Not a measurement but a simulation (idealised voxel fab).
The document below concerns the process module designated voxel capacitor over wiring.
The cross-section on display is named cut; it measures 270 nm wide, and its cells are 5 nm squares.
Cross-section spec: square-cell grid; bands listed top down; each band is one or more rows. Band entry format. Leading values: height of top, height of bottom, nm. Remainder: materials in left-to-right order, each with its width in nm. Special words: "all across" on a single material, which then fills the band edge to edge; "empty", empty space. The level at which height equals 0 is the one under which the wafer, as it arrives, is entirely one material. No lower edge exists for the bottom band, which continues downward and is notated as in "top 0, no bottom". A width such as "30->40" changes by the same amount from each row of cells to the next, from the band's top row to its bottom row. Key: "nothing changed" - step with no changed cell in the cross-section. Voids not open to the top, 8 cells minimum: see "Unvented internal voids". Written width x height at distance; distance is from the left edge; nm. Note: text after step settings on the step line = simulator remark on that step. overlay nm: mask right of planned place by this much (step with mask). Neg. = left.

Process steps foreseen in the plan
step 1: op RECEIVE | material Si
step 2: op CONFORMAL_DEP | material SiO2 | thk nm 15
step 3: op CONFORMAL_DEP | material SiCN | thk nm 5
step 4: op DIRECTIONAL_DEP | material SiO2 | thk nm 25
step 5: op MASKED_ETCH | tone open | mask id METAL_1 | width nm 20 | pitch nm 90 | etch materials SiO2 | depth nm 25 | overlay nm 0
step 6: op MASKED_ETCH | tone open | mask id METAL_1 | width nm 20 | pitch nm 90 | etch materials SiCN | depth nm 5 | overlay nm 0
step 7: op CONFORMAL_DEP | material TiN | thk nm 5
step 8: op FILL_DEP | material Cu | thk nm 10
step 9: op CMP | height nm 45
step 10: op EPI | material Ru | thk nm 5
step 11: op FILL_DEP | material SiCN | thk nm 5
step 12: op DIRECTIONAL_DEP | material lowk | thk nm 10
step 13: op MASKED_ETCH | tone open | mask id PLUG_1 | width nm 15 | etch materials lowk | depth nm 10 | overlay nm 0
step 14: op MASKED_ETCH | tone open | mask id PLUG_1 | width nm 15 | etch materials SiCN | depth nm 5 | overlay nm 0
step 15: op CONFORMAL_DEP | material TiN | thk nm 5
step 16: op FILL_DEP | material W | thk nm 10
step 17: op CMP | height nm 65
step 18: op DIRECTIONAL_DEP | material TiN | thk nm 5
step 19: op DIRECTIONAL_DEP | material HfO2 | thk nm 5
step 20: op DIRECTIONAL_DEP | material TiN | thk nm 10
step 21: op MASKED_ETCH | tone cover | mask id UPPER_PLATE | width nm 75 | etch materials TiN | depth nm 10 | overlay nm 0
step 22: op MASKED_ETCH | tone cover | mask id UPPER_PLATE | width nm 75 | etch materials HfO2 | depth nm 5 | overlay nm 0
step 23: op MASKED_ETCH | tone cover | mask id LOWER_PLATE | width nm 85 | etch materials TiN | depth nm 5 | overlay nm 0
step 24: op FILL_DEP | material SiO2 | thk nm 20
step 25: op CMP | height nm 100
step 26: op MASKED_ETCH | tone open | mask id PLUG_2 | width nm 15 | etch materials SiO2 | depth nm 15 | overlay nm 0
step 27: op CONFORMAL_DEP | material TiN | thk nm 5
step 28: op FILL_DEP | material W | thk nm 10
step 29: op CMP | height nm 100
step 30: op CONFORMAL_DEP | material SiCN | thk nm 5

First wafer of two (run as planned)

Shown in cross-section is the wafer as received, that is, as it stands after step 1
  top 0, no bottom  Si all across
  Unvented internal voids: none

Step 2 complete: cross-section through the wafer
  top 15, bottom 0  SiO2 all across
  Below 0, the layers are the same as they were.

Step 3 complete: cross-section through the wafer
  top 20, bottom 15  SiCN all across
  Below 15, the layers are the same as they were.

Step 4 complete: cross-section through the wafer
  top 45, bottom 20  SiO2 all across
  Below 20, the layers are the same as they were.

Step 5 complete: cross-section through the wafer
  top 45, bottom 20  SiO2 80, then empty 20, then SiO2 70, then empty 20, then SiO2 80
  Below 20, the layers are the same as they were.

Step 6 complete: cross-section through the wafer
  top 45, bottom 20  SiO2 80, then empty 20, then SiO2 70, then empty 20, then SiO2 80
  top 20, bottom 15  SiCN 80, then empty 20, then SiCN 70, then empty 20, then SiCN 80
  Below 15, the layers are the same as they were.

Step 7 complete: cross-section through the wafer
  top 50, bottom 45  TiN 85, then empty 10, then TiN 80, then empty 10, then TiN 85
  top 45, bottom 20  SiO2 80, then TiN 5, then empty 10, then TiN 5, then SiO2 70, then TiN 5, then empty 10, then TiN 5, then SiO2 80
  top 20, bottom 15  SiCN 80, then TiN 20, then SiCN 70, then TiN 20, then SiCN 80
  Below 15, the layers are the same as they were.

Step 8 complete: cross-section through the wafer
  top 60, bottom 50  Cu all across
  top 50, bottom 45  TiN 85, then Cu 10, then TiN 80, then Cu 10, then TiN 85
  top 45, bottom 20  SiO2 80, then TiN 5, then Cu 10, then TiN 5, then SiO2 70, then TiN 5, then Cu 10, then TiN 5, then SiO2 80
  Below 20, the layers are the same as they were.

Step 9 complete: cross-section through the wafer
  top 45, bottom 20  SiO2 80, then TiN 5, then Cu 10, then TiN 5, then SiO2 70, then TiN 5, then Cu 10, then TiN 5, then SiO2 80
  Below 20, the layers are the same as they were.

Step 10 complete: cross-section through the wafer
  top 50, bottom 45  empty 75, then Ru 30, then empty 60, then Ru 30, then empty 75
  Below 45, the layers are the same as they were.

Step 11 complete: cross-section through the wafer
  top 55, bottom 50  SiCN all across
  top 50, bottom 45  SiCN 75, then Ru 30, then SiCN 60, then Ru 30, then SiCN 75
  Below 45, the layers are the same as they were.

Step 12 complete: cross-section through the wafer
  top 65, bottom 55  lowk all across
  Below 55, the layers are the same as they were.

Step 13 complete: cross-section through the wafer
  top 65, bottom 55  lowk 85, then empty 15, then lowk 170
  Below 55, the layers are the same as they were.

Step 14 complete: cross-section through the wafer
  top 65, bottom 55  lowk 85, then empty 15, then lowk 170
  top 55, bottom 50  SiCN 85, then empty 15, then SiCN 170
  Below 50, the layers are the same as they were.

Step 15 complete: cross-section through the wafer
  top 70, bottom 65  TiN 90, then empty 5, then TiN 175
  top 65, bottom 55  lowk 85, then TiN 5, then empty 5, then TiN 5, then lowk 170
  top 55, bottom 50  SiCN 85, then TiN 15, then SiCN 170
  Below 50, the layers are the same as they were.

Step 16 complete: cross-section through the wafer
  top 80, bottom 70  W all across
  top 70, bottom 65  TiN 90, then W 5, then TiN 175
  top 65, bottom 55  lowk 85, then TiN 5, then W 5, then TiN 5, then lowk 170
  Below 55, the layers are the same as they were.

Step 17 complete: cross-section through the wafer
  top 65, bottom 55  lowk 85, then TiN 5, then W 5, then TiN 5, then lowk 170
  Below 55, the layers are the same as they were.

Step 18 complete: cross-section through the wafer
  top 70, bottom 65  TiN all across
  Below 65, the layers are the same as they were.

Step 19 complete: cross-section through the wafer
  top 75, bottom 70  HfO2 all across
  Below 70, the layers are the same as they were.

Step 20 complete: cross-section through the wafer
  top 85, bottom 75  TiN all across
  Below 75, the layers are the same as they were.

Step 21 complete: cross-section through the wafer
  top 85, bottom 75  empty 85, then TiN 75, then empty 110
  Below 75, the layers are the same as they were.

Step 22 complete: cross-section through the wafer
  top 85, bottom 75  empty 85, then TiN 75, then empty 110
  top 75, bottom 70  empty 85, then HfO2 75, then empty 110
  Below 70, the layers are the same as they were.

Step 23 complete: cross-section through the wafer
  top 85, bottom 75  empty 85, then TiN 75, then empty 110
  top 75, bottom 70  empty 85, then HfO2 75, then empty 110
  top 70, bottom 65  empty 80, then TiN 85, then empty 105
  Below 65, the layers are the same as they were.

Step 24 complete: cross-section through the wafer
  top 105, bottom 85  SiO2 all across
  top 85, bottom 75  SiO2 85, then TiN 75, then SiO2 110
  top 75, bottom 70  SiO2 85, then HfO2 75, then SiO2 110
  top 70, bottom 65  SiO2 80, then TiN 85, then SiO2 105
  Below 65, the layers are the same as they were.

Step 25 complete: cross-section through the wafer
  top 100, bottom 85  SiO2 all across
  Below 85, the layers are the same as they were.

Step 26 complete: cross-section through the wafer
  top 100, bottom 85  SiO2 95, then empty 15, then SiO2 160
  Below 85, the layers are the same as they were.

Step 27 complete: cross-section through the wafer
  top 105, bottom 100  TiN 100, then empty 5, then TiN 165
  top 100, bottom 90  SiO2 95, then TiN 5, then empty 5, then TiN 5, then SiO2 160
  top 90, bottom 85  SiO2 95, then TiN 15, then SiO2 160
  Below 85, the layers are the same as they were.

Step 28 complete: cross-section through the wafer
  top 115, bottom 105  W all across
  top 105, bottom 100  TiN 100, then W 5, then TiN 165
  top 100, bottom 90  SiO2 95, then TiN 5, then W 5, then TiN 5, then SiO2 160
  Below 90, the layers are the same as they were.

Step 29 complete: cross-section through the wafer
  top 100, bottom 90  SiO2 95, then TiN 5, then W 5, then TiN 5, then SiO2 160
  Below 90, the layers are the same as they were.

Step 30 complete: cross-section through the wafer
  top 105, bottom 100  SiCN all across
  Below 100, the layers are the same as they were.

The second wafer began exactly as the first did and followed the same plan, but one mistake was made while running it; through step 28 inclusive, the two wafers are identical

Second wafer, cut view, end of step 29 per plan: nothing changed

Second wafer, cut view, end of step 30 per plan
  top 120, bottom 115  SiCN all across
  Below 115, the layers are the same as they were.
In executing the process, a mistake was made relative to the plan: plan step 29 was not performed, having been skipped
Bottom line after processing is that, in cells, the second wafer is up or down on some materials versus the first: +53 TiN | +109 W
